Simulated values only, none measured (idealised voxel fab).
This section sets out a process module, namely voxel self aligned contacts.
Pictured: cross-section cut, 300 nm wide, on a grid of 5 nm square cells.
A cross-section is a grid of square cells, given in bands from the top down. A band is one or more rows of cells. For a band, the entry starts with two heights in nm, that of the top and then that of the bottom, and carries on with the band's materials in order from left to right, each alongside its width in nm; the word "everywhere" beside a single material means it fills the band edge to edge, and "blank" means empty space. Basically, 0 is our baseline, since under it the wafer straight out of the box is all one material. The bottom band has no lower end and keeps on going down, so it looks like "from 0 down". Per-row width for "30->40": begins at first number (top row of band), ends at second number (bottom row), increment between rows held constant. Reading "nothing altered" for a step: not a cell of the cross-section changed in it. If an empty space has no open way to the top and is at least 8 cells in size, "Trapped void list" lists it, written width x height at distance, where distance is measured from the left edge and every value is in nm. Text after the settings on a step's line: the simulator's own remark on that step. overlay nm: on a step with a mask, how far right of its planned place the mask lay; negative means left.

**List of planned process steps**
1,RECEIVE (material Si)
2,OXIDIZE (depth nm 5)
3,DIRECTIONAL_DEP (material polySi; thk nm 30)
4,DIRECTIONAL_DEP (material SiN; thk nm 15)
5,MASKED_ETCH (tone cover; mask id GATE; width nm 35; pitch nm 65; etch materials SiN; depth nm 15; overlay nm 0)
6,MASKED_ETCH (tone cover; mask id GATE; width nm 35; pitch nm 65; etch materials polySi; depth nm 30; overlay nm 0)
7,CONFORMAL_DEP (material SiN; thk nm 5)
8,DIRECTIONAL_ETCH (etch materials SiN; depth nm 5)
9,FILL_DEP (material SiO2; thk nm 10)
10,CMP (height nm 50)
11,DIRECTIONAL_DEP (material aC; thk nm 10)
12,PATTERN (tone open; mask id CONTACT; material resist; width nm 40; thk nm 25; overlay nm 0)
13,DIRECTIONAL_ETCH (etch materials aC; depth nm 10)
14,STRIP (etch materials resist)
15,DIRECTIONAL_ETCH (etch materials SiO2; depth nm 55)
16,STRIP (etch materials aC)
17,CONFORMAL_DEP (material TiN; thk nm 5)
18,FILL_DEP (material W; thk nm 10)
19,CMP (height nm 50)
20,CONFORMAL_DEP (material SiN; thk nm 5)

**Incoming wafer, cross-sectional view, post step 1**
- from 0 down  Si everywhere
- Trapped void list: none

**Cross-sectional image of the first of two wafers at the end of the module, the run having proceeded as planned**
- from 55 to 50  SiN everywhere
- from 50 to 45  130 nm SiO2 / 15 nm TiN / 10 nm W / 15 nm TiN / 130 nm SiO2
- from 45 to 30  95 nm SiO2 / 45 nm SiN / 5 nm TiN / 10 nm W / 5 nm TiN / 45 nm SiN / 95 nm SiO2
- from 30 to 0  95 nm SiO2 / 5 nm SiN / 35 nm polySi / 5 nm SiN / 5 nm TiN / 10 nm W / 5 nm TiN / 5 nm SiN / 35 nm polySi / 5 nm SiN / 95 nm SiO2
- from 0 to -5  140 nm SiO2 / 20 nm TiN / 140 nm SiO2
- from -5 down  Si everywhere
- Trapped void list: none

**Second wafer of the two, sectioned at the end of the module. It began like the first and followed the same plan, but one mistake was made while running it**
- from 55 to 50  SiN everywhere
- from 50 to 45  145 nm SiO2 / 10 nm W / 145 nm SiO2
- from 45 to 30  95 nm SiO2 / 45 nm SiN / 5 nm SiO2 / 10 nm W / 5 nm SiO2 / 45 nm SiN / 95 nm SiO2
- from 30 to 0  95 nm SiO2 / 5 nm SiN / 35 nm polySi / 5 nm SiN / 5 nm SiO2 / 10 nm W / 5 nm SiO2 / 5 nm SiN / 35 nm polySi / 5 nm SiN / 95 nm SiO2
- from 0 to -5  SiO2 everywhere
- from -5 down  Si everywhere
- Trapped void list: none
What was done differently from what was planned? so step 17 ended up running with a different setting than we planned, it ran as CONFORMAL_DEP (material SiO2; thk nm 5)
Final wafer comparison in cells, second versus first, more or fewer per material: SiO2 +28, TiN -28
